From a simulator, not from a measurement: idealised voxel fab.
Process module name: voxel ribs on slabs
The width of the displayed cross-section, cut, is 190 nm; its cells are square, with a size of 5 nm.
For the purposes of this document, a cross-section shall be understood as a grid of square cells, specified as bands listed in top-to-bottom order, each band consisting of one or more rows of cells.
It is stipulated that each band's entry specify, in nanometres, the height of the top of the band and then that of its bottom, followed by the materials of the band in left-to-right sequence, each together with its width in nanometres. A single material marked by the word "throughout" is understood to fill the band from edge to edge; the word "empty" is understood to denote empty space.
It should be noted that heights are counted from 0, beneath which the wafer as supplied is of one material throughout, and that the lowest band possesses no lower boundary but continues downward, as written in "from 0 down".
When a width is written as two numbers, as in "30->40", the first number is the width in the top row of cells of the band and the second is the width in its bottom row, and the width changes by the same amount from each row to the next.
Given "nothing different" for a step, no cell of the cross-section differs between before and after that step.
Tabulated closed voids: empty space of 8 cells or more with no open way to the top, each as width x height at its distance from the left edge, in nm
The remark found on a step's line after its settings is issued by the simulator itself and pertains to that step.
Regarding "overlay nm": on a step with a mask, it is the distance the mask lay to the right of its planned place; a negative value places it to the left.
The steps planned for the process are as follows
1: RECEIVE,material Si
2: DIRECTIONAL_DEP,material SiO2,thk nm 20
3: DIRECTIONAL_DEP,material SiN,thk nm 15
4: DIRECTIONAL_DEP,material aC,thk nm 10
5: PATTERN,tone cover,mask id RIB,material resist,width nm 20,thk nm 25,overlay nm -15
6: DIRECTIONAL_ETCH,etch materials aC,depth nm 10
7: STRIP,etch materials resist
8: DIRECTIONAL_ETCH,etch materials SiN,depth nm 10
9: STRIP,etch materials aC
10: MASKED_ETCH,tone cover,mask id SLAB,width nm 50,etch materials SiN,depth nm 5,overlay nm 0
11: FILL_DEP,material SiO2,thk nm 20
12: CMP,height nm 45
13: DIRECTIONAL_DEP,material TiN,thk nm 5
14: MASKED_ETCH,tone cover,mask id HEATER,width nm 30,etch materials TiN,depth nm 5,overlay nm 0
15: CONFORMAL_DEP,material SiO2,thk nm 5
Heads up: all these wafers start the same, and what changes between them is the overlay nm in step 5. The value you see in the plan is just what the first wafer got.
The first of several wafers in cross-section, exactly as it reached us after step 1
	from 0 down: Si throughout
	Tabulated closed voids: none
After the module's final step, step 15: the first of several wafers in cross-section
	from 55 to 50: empty=75 | SiO2=40 | empty=75
	from 50 to 45: SiO2=80 | TiN=30 | SiO2=80
	from 45 to 35: SiO2 throughout
	from 35 to 25: SiO2=70 | SiN=20 | SiO2=100
	from 25 to 20: SiO2=70 | SiN=50 | SiO2=70
	from 20 to 0: SiO2 throughout
	from 0 down: Si throughout
	Tabulated closed voids: none
Showing the last wafer in cross-section at the end of the module
	from 55 to 50: empty=75 | SiO2=40 | empty=75
	from 50 to 45: SiO2=80 | TiN=30 | SiO2=80
	from 45 to 35: SiO2 throughout
	from 35 to 25: SiO2=100 | SiN=20 | SiO2=70
	from 25 to 20: SiO2=70 | SiN=50 | SiO2=70
	from 20 to 0: SiO2 throughout
	from 0 down: Si throughout
	Tabulated closed voids: none
Table: wafers, a row each; end-of-module cell change per material since receipt, gain (+), loss (-); then closed voids
overlay nm -15; +18 SiN; +364 SiO2; +6 TiN; Tabulated closed voids: none
overlay nm -10; +18 SiN; +364 SiO2; +6 TiN; Tabulated closed voids: none
overlay nm -5; +18 SiN; +364 SiO2; +6 TiN; Tabulated closed voids: none
overlay nm 0; +18 SiN; +364 SiO2; +6 TiN; Tabulated closed voids: none
overlay nm 5; +18 SiN; +364 SiO2; +6 TiN; Tabulated closed voids: none
overlay nm 10; +18 SiN; +364 SiO2; +6 TiN; Tabulated closed voids: none
overlay nm 15; +18 SiN; +364 SiO2; +6 TiN; Tabulated closed voids: none
